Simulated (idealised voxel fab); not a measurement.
Process module, titled voxel wiring stack
Section shown: cut. Width: 285 nm. Cell size: 5 nm, square.
In this document a cross-section is written as a grid of square cells. It is given as a series of bands, listed from the top down, and a band is one or more rows of cells.
This entry defines a band. It first specifies the height of the band's top and the height of its bottom in nm, and then specifies the band's materials from left to right, stating each material with its width in nm. The word "all across" identifies a single material that fills the band from edge to edge, while the word "air" identifies empty space.
For the purposes of this specification, 0 denotes the height below which the wafer in its as-received condition is composed wholly of one material, and the lowermost band, lacking a lower limit, extends downward without end, as expressed in "0..down".
A width such as "30..40" changes by the same amount from each row of cells to the next, from the band's top row to its bottom row.
For the purposes of this document, the phrase "stayed the same" attached to a step denotes that no cell within the cross-section was modified by that step.
Unvented voids: empty space of 8 cells or more with no open way to the top, each as width x height at its distance from the left edge, in nm
after a step's settings: what the simulator itself notes on the step
What "overlay nm" on a step's line means: if the step has a mask, that mask lay this far to the right of its planned place, or, when the value is negative, to the left.
# The steps planned for the process are as follows
1. RECEIVE,material Si
2. CONFORMAL_DEP,material SiO2,thk nm 15
3. DIRECTIONAL_DEP,material TiN,thk nm 5
4. DIRECTIONAL_DEP,material Ru,thk nm 15
5. PATTERN,tone cover,mask id METAL_1,material resist,width nm 25,pitch nm 40,thk nm 20,overlay nm 0
6. DIRECTIONAL_ETCH,etch materials Ru,depth nm 15
7. DIRECTIONAL_ETCH,etch materials TiN,depth nm 5
8. STRIP,etch materials resist
9. CONFORMAL_DEP,material SiCN,thk nm 5
10. FILL_DEP,material SiO2,thk nm 10
11. CMP,height nm 35
12. CONFORMAL_DEP,material SiCN,thk nm 5
13. DIRECTIONAL_DEP,material SiO2,thk nm 25
14. PATTERN,tone open,mask id METAL_2_HOLES,material resist,width nm 15,pitch nm 40,thk nm 20,overlay nm 0
15. DIRECTIONAL_ETCH,etch materials SiO2,depth nm 25
16. STRIP,etch materials resist
17. DIRECTIONAL_DEP,material aC,thk nm 10
18. PATTERN,tone open,mask id METAL_2,material resist,width nm 25,pitch nm 40,thk nm 25,overlay nm 0
19. DIRECTIONAL_ETCH,etch materials aC,depth nm 10
20. STRIP,etch materials resist
21. DIRECTIONAL_ETCH,etch materials SiO2,depth nm 15
22. DIRECTIONAL_ETCH,etch materials SiCN,depth nm 5
23. STRIP,etch materials aC
24. CONFORMAL_DEP,material TiN,thk nm 5
25. FILL_DEP,material Ru,thk nm 10
26. CMP,height nm 65
27. CONFORMAL_DEP,material SiN,thk nm 5
# Run as planned: first of two wafers
# Cross-section of the wafer upon arrival, representing the state reached after step 1
	0..down: Si all across
	Unvented voids: none
# Wafer xsec, post step 2
	15..0: SiO2 all across
	below 0: unchanged
# Wafer xsec, post step 3
	20..15: TiN all across
	below 15: unchanged
# Wafer xsec, post step 4
	35..20: Ru all across
	below 20: unchanged
# Wafer xsec, post step 5
	55..35: 90 of air, then 25 of resist, then 15 of air, then 25 of resist, then 15 of air, then 25 of resist, then 90 of air
	below 35: unchanged
# Wafer xsec, post step 6
	55..35: 90 of air, then 25 of resist, then 15 of air, then 25 of resist, then 15 of air, then 25 of resist, then 90 of air
	35..20: 90 of air, then 25 of Ru, then 15 of air, then 25 of Ru, then 15 of air, then 25 of Ru, then 90 of air
	below 20: unchanged
# Wafer xsec, post step 7
	55..35: 90 of air, then 25 of resist, then 15 of air, then 25 of resist, then 15 of air, then 25 of resist, then 90 of air
	35..20: 90 of air, then 25 of Ru, then 15 of air, then 25 of Ru, then 15 of air, then 25 of Ru, then 90 of air
	20..15: 90 of air, then 25 of TiN, then 15 of air, then 25 of TiN, then 15 of air, then 25 of TiN, then 90 of air
	below 15: unchanged
# Wafer xsec, post step 8
	35..20: 90 of air, then 25 of Ru, then 15 of air, then 25 of Ru, then 15 of air, then 25 of Ru, then 90 of air
	below 20: unchanged
# Wafer xsec, post step 9
	40..35: 85 of air, then 35 of SiCN, then 5 of air, then 35 of SiCN, then 5 of air, then 35 of SiCN, then 85 of air
	35..20: 85 of air, then 5 of SiCN, then 25 of Ru, then 5 of SiCN, then 5 of air, then 5 of SiCN, then 25 of Ru, then 5 of SiCN, then 5 of air, then 5 of SiCN, then 25 of Ru, then 5 of SiCN, then 85 of air
	20..15: 90 of SiCN, then 25 of TiN, then 15 of SiCN, then 25 of TiN, then 15 of SiCN, then 25 of TiN, then 90 of SiCN
	below 15: unchanged
# Wafer xsec, post step 10
	50..40: SiO2 all across
	40..35: 85 of SiO2, then 35 of SiCN, then 5 of SiO2, then 35 of SiCN, then 5 of SiO2, then 35 of SiCN, then 85 of SiO2
	35..20: 85 of SiO2, then 5 of SiCN, then 25 of Ru, then 5 of SiCN, then 5 of SiO2, then 5 of SiCN, then 25 of Ru, then 5 of SiCN, then 5 of SiO2, then 5 of SiCN, then 25 of Ru, then 5 of SiCN, then 85 of SiO2
	below 20: unchanged
# Wafer xsec, post step 11
	35..20: 85 of SiO2, then 5 of SiCN, then 25 of Ru, then 5 of SiCN, then 5 of SiO2, then 5 of SiCN, then 25 of Ru, then 5 of SiCN, then 5 of SiO2, then 5 of SiCN, then 25 of Ru, then 5 of SiCN, then 85 of SiO2
	below 20: unchanged
# Wafer xsec, post step 12
	40..35: SiCN all across
	below 35: unchanged
# Wafer xsec, post step 13
	65..40: SiO2 all across
	below 40: unchanged
# Wafer xsec, post step 14
	85..65: 90 of resist, then 15 of air, then 25 of resist, then 15 of air, then 25 of resist, then 15 of air, then 100 of resist
	below 65: unchanged
# Wafer xsec, post step 15
	85..65: 90 of resist, then 15 of air, then 25 of resist, then 15 of air, then 25 of resist, then 15 of air, then 100 of resist
	65..40: 90 of SiO2, then 15 of air, then 25 of SiO2, then 15 of air, then 25 of SiO2, then 15 of air, then 100 of SiO2
	below 40: unchanged
# Wafer xsec, post step 16
	65..40: 90 of SiO2, then 15 of air, then 25 of SiO2, then 15 of air, then 25 of SiO2, then 15 of air, then 100 of SiO2
	below 40: unchanged
# Wafer xsec, post step 17
	75..65: 90 of aC, then 15 of air, then 25 of aC, then 15 of air, then 25 of aC, then 15 of air, then 100 of aC
	65..50: 90 of SiO2, then 15 of air, then 25 of SiO2, then 15 of air, then 25 of SiO2, then 15 of air, then 100 of SiO2
	50..40: 90 of SiO2, then 15 of aC, then 25 of SiO2, then 15 of aC, then 25 of SiO2, then 15 of aC, then 100 of SiO2
	below 40: unchanged
# Wafer xsec, post step 18
	100..75: 90 of resist, then 25 of air, then 15 of resist, then 25 of air, then 15 of resist, then 25 of air, then 90 of resist
	below 75: unchanged
# Wafer xsec, post step 19
	90..75: 90 of resist, then 25 of air, then 15 of resist, then 25 of air, then 15 of resist, then 25 of air, then 90 of resist
	75..65: 90 of aC, then 25 of air, then 15 of aC, then 25 of air, then 15 of aC, then 25 of air, then 90 of aC
	65..40: 90 of SiO2, then 15 of air, then 25 of SiO2, then 15 of air, then 25 of SiO2, then 15 of air, then 100 of SiO2
	below 40: unchanged
# Wafer xsec, post step 20
	75..65: 90 of aC, then 25 of air, then 15 of aC, then 25 of air, then 15 of aC, then 25 of air, then 90 of aC
	below 65: unchanged
# Wafer xsec, post step 21
	75..65: 90 of aC, then 25 of air, then 15 of aC, then 25 of air, then 15 of aC, then 25 of air, then 90 of aC
	65..50: 90 of SiO2, then 25 of air, then 15 of SiO2, then 25 of air, then 15 of SiO2, then 25 of air, then 90 of SiO2
	below 50: unchanged
# Wafer xsec, post step 22
	75..65: 90 of aC, then 25 of air, then 15 of aC, then 25 of air, then 15 of aC, then 25 of air, then 90 of aC
	65..50: 90 of SiO2, then 25 of air, then 15 of SiO2, then 25 of air, then 15 of SiO2, then 25 of air, then 90 of SiO2
	50..40: 90 of SiO2, then 15 of air, then 25 of SiO2, then 15 of air, then 25 of SiO2, then 15 of air, then 100 of SiO2
	40..35: 90 of SiCN, then 15 of air, then 25 of SiCN, then 15 of air, then 25 of SiCN, then 15 of air, then 100 of SiCN
	below 35: unchanged
# Wafer xsec, post step 23
	65..50: 90 of SiO2, then 25 of air, then 15 of SiO2, then 25 of air, then 15 of SiO2, then 25 of air, then 90 of SiO2
	below 50: unchanged
# Wafer xsec, post step 24
	70..65: 95 of TiN, then 15 of air, then 25 of TiN, then 15 of air, then 25 of TiN, then 15 of air, then 95 of TiN
	65..55: 90 of SiO2, then 5 of TiN, then 15 of air, then 5 of TiN, then 15 of SiO2, then 5 of TiN, then 15 of air, then 5 of TiN, then 15 of SiO2, then 5 of TiN, then 15 of air, then 5 of TiN, then 90 of SiO2
	55..50: 90 of SiO2, then 5 of TiN, then 5 of air, then 15 of TiN, then 15 of SiO2, then 5 of TiN, then 5 of air, then 15 of TiN, then 15 of SiO2, then 5 of TiN, then 5 of air, then 15 of TiN, then 90 of SiO2
	50..40: 90 of SiO2, then 5 of TiN, then 5 of air, then 5 of TiN, then 25 of SiO2, then 5 of TiN, then 5 of air, then 5 of TiN, then 25 of SiO2, then 5 of TiN, then 5 of air, then 5 of TiN, then 100 of SiO2
	40..35: 90 of SiCN, then 15 of TiN, then 25 of SiCN, then 15 of TiN, then 25 of SiCN, then 15 of TiN, then 100 of SiCN
	below 35: unchanged
# Wafer xsec, post step 25
	80..70: Ru all across
	70..65: 95 of TiN, then 15 of Ru, then 25 of TiN, then 15 of Ru, then 25 of TiN, then 15 of Ru, then 95 of TiN
	65..55: 90 of SiO2, then 5 of TiN, then 15 of Ru, then 5 of TiN, then 15 of SiO2, then 5 of TiN, then 15 of Ru, then 5 of TiN, then 15 of SiO2, then 5 of TiN, then 15 of Ru, then 5 of TiN, then 90 of SiO2
	55..50: 90 of SiO2, then 5 of TiN, then 5 of Ru, then 15 of TiN, then 15 of SiO2, then 5 of TiN, then 5 of Ru, then 15 of TiN, then 15 of SiO2, then 5 of TiN, then 5 of Ru, then 15 of TiN, then 90 of SiO2
	50..40: 90 of SiO2, then 5 of TiN, then 5 of Ru, then 5 of TiN, then 25 of SiO2, then 5 of TiN, then 5 of Ru, then 5 of TiN, then 25 of SiO2, then 5 of TiN, then 5 of Ru, then 5 of TiN, then 100 of SiO2
	below 40: unchanged
# Wafer xsec, post step 26
	65..55: 90 of SiO2, then 5 of TiN, then 15 of Ru, then 5 of TiN, then 15 of SiO2, then 5 of TiN, then 15 of Ru, then 5 of TiN, then 15 of SiO2, then 5 of TiN, then 15 of Ru, then 5 of TiN, then 90 of SiO2
	below 55: unchanged
# Wafer xsec, post step 27
	70..65: SiN all across
	below 65: unchanged
# What follows concerns the second wafer, which started out like the first and was meant to follow the very same plan; one mistake crept in when it was run, but everything up to and including step 17 is the same as for the first wafer
# At the planned end of step 18, the second wafer in cross-section
	100..75: 100 of resist, then 25 of air, then 15 of resist, then 25 of air, then 15 of resist, then 25 of air, then 80 of resist
	75..65: 90 of aC, then 10 of resist, then 5 of air, then 25 of aC, then 10 of resist, then 5 of air, then 25 of aC, then 10 of resist, then 5 of air, then 100 of aC
	65..50: 90 of SiO2, then 10 of resist, then 5 of air, then 25 of SiO2, then 10 of resist, then 5 of air, then 25 of SiO2, then 10 of resist, then 5 of air, then 100 of SiO2
	below 50: unchanged
# At the planned end of step 19, the second wafer in cross-section
	90..75: 100 of resist, then 25 of air, then 15 of resist, then 25 of air, then 15 of resist, then 25 of air, then 80 of resist
	75..65: 90 of aC, then 10 of resist, then 25 of air, then 5 of aC, then 10 of resist, then 25 of air, then 5 of aC, then 10 of resist, then 25 of air, then 80 of aC
	65..50: 90 of SiO2, then 10 of resist, then 5 of air, then 25 of SiO2, then 10 of resist, then 5 of air, then 25 of SiO2, then 10 of resist, then 5 of air, then 100 of SiO2
	50..40: 90 of SiO2, then 10 of aC, then 5 of air, then 25 of SiO2, then 10 of aC, then 5 of air, then 25 of SiO2, then 10 of aC, then 5 of air, then 100 of SiO2
	below 40: unchanged
# At the planned end of step 20, the second wafer in cross-section
	75..65: 90 of aC, then 35 of air, then 5 of aC, then 35 of air, then 5 of aC, then 35 of air, then 80 of aC
	65..50: 90 of SiO2, then 15 of air, then 25 of SiO2, then 15 of air, then 25 of SiO2, then 15 of air, then 100 of SiO2
	below 50: unchanged
# At the planned end of step 21, the second wafer in cross-section
	75..65: 90 of aC, then 35 of air, then 5 of aC, then 35 of air, then 5 of aC, then 35 of air, then 80 of aC
	65..50: 90 of SiO2, then 35 of air, then 5 of SiO2, then 35 of air, then 5 of SiO2, then 35 of air, then 80 of SiO2
	below 50: unchanged
# At the planned end of step 22, the second wafer in cross-section
	75..65: 90 of aC, then 35 of air, then 5 of aC, then 35 of air, then 5 of aC, then 35 of air, then 80 of aC
	65..50: 90 of SiO2, then 35 of air, then 5 of SiO2, then 35 of air, then 5 of SiO2, then 35 of air, then 80 of SiO2
	50..40: 90 of SiO2, then 10 of aC, then 5 of air, then 25 of SiO2, then 10 of aC, then 5 of air, then 25 of SiO2, then 10 of aC, then 5 of air, then 100 of SiO2
	40..35: 100 of SiCN, then 5 of air, then 35 of SiCN, then 5 of air, then 35 of SiCN, then 5 of air, then 100 of SiCN
	below 35: unchanged
# At the planned end of step 23, the second wafer in cross-section
	65..50: 90 of SiO2, then 35 of air, then 5 of SiO2, then 35 of air, then 5 of SiO2, then 35 of air, then 80 of SiO2
	50..40: 90 of SiO2, then 15 of air, then 25 of SiO2, then 15 of air, then 25 of SiO2, then 15 of air, then 100 of SiO2
	below 40: unchanged
# At the planned end of step 24, the second wafer in cross-section
	70..65: 95 of TiN, then 25 of air, then 15 of TiN, then 25 of air, then 15 of TiN, then 25 of air, then 85 of TiN
	65..55: 90 of SiO2, then 5 of TiN, then 25 of air, then 5 of TiN, then 5 of SiO2, then 5 of TiN, then 25 of air, then 5 of TiN, then 5 of SiO2, then 5 of TiN, then 25 of air, then 5 of TiN, then 80 of SiO2
	55..45: 90 of SiO2, then 5 of TiN, then 5 of air, then 25..5 of TiN, then 5..25 of SiO2, then 5 of TiN, then 5 of air, then 25..5 of TiN, then 5..25 of SiO2, then 5 of TiN, then 5 of air, then 25..5 of TiN, then 80..100 of SiO2
	45..40: 90 of SiO2, then 15 of TiN, then 25 of SiO2, then 15 of TiN, then 25 of SiO2, then 15 of TiN, then 100 of SiO2
	40..35: 100 of SiCN, then 5 of TiN, then 35 of SiCN, then 5 of TiN, then 35 of SiCN, then 5 of TiN, then 100 of SiCN
	below 35: unchanged
# At the planned end of step 25, the second wafer in cross-section
	80..70: Ru all across
	70..65: 95 of TiN, then 25 of Ru, then 15 of TiN, then 25 of Ru, then 15 of TiN, then 25 of Ru, then 85 of TiN
	65..55: 90 of SiO2, then 5 of TiN, then 25 of Ru, then 5 of TiN, then 5 of SiO2, then 5 of TiN, then 25 of Ru, then 5 of TiN, then 5 of SiO2, then 5 of TiN, then 25 of Ru, then 5 of TiN, then 80 of SiO2
	55..45: 90 of SiO2, then 5 of TiN, then 5 of Ru, then 25..5 of TiN, then 5..25 of SiO2, then 5 of TiN, then 5 of Ru, then 25..5 of TiN, then 5..25 of SiO2, then 5 of TiN, then 5 of Ru, then 25..5 of TiN, then 80..100 of SiO2
	below 45: unchanged
# At the planned end of step 26, the second wafer in cross-section
	65..55: 90 of SiO2, then 5 of TiN, then 25 of Ru, then 5 of TiN, then 5 of SiO2, then 5 of TiN, then 25 of Ru, then 5 of TiN, then 5 of SiO2, then 5 of TiN, then 25 of Ru, then 5 of TiN, then 80 of SiO2
	below 55: unchanged
# At the planned end of step 27, the second wafer in cross-section
	70..65: SiN all across
	below 65: unchanged
Deviation from plan: step 18: run off-plan, actual operation and settings PATTERN,tone open,mask id METAL_2,material resist,width nm 25,pitch nm 40,thk nm 25,overlay nm 10
In the final state, the cell counts of the second wafer exceed or fall short of those of the first for the following materials: Ru: 9 more | SiCN: 6 more | SiO2: 18 fewer | TiN: 3 more
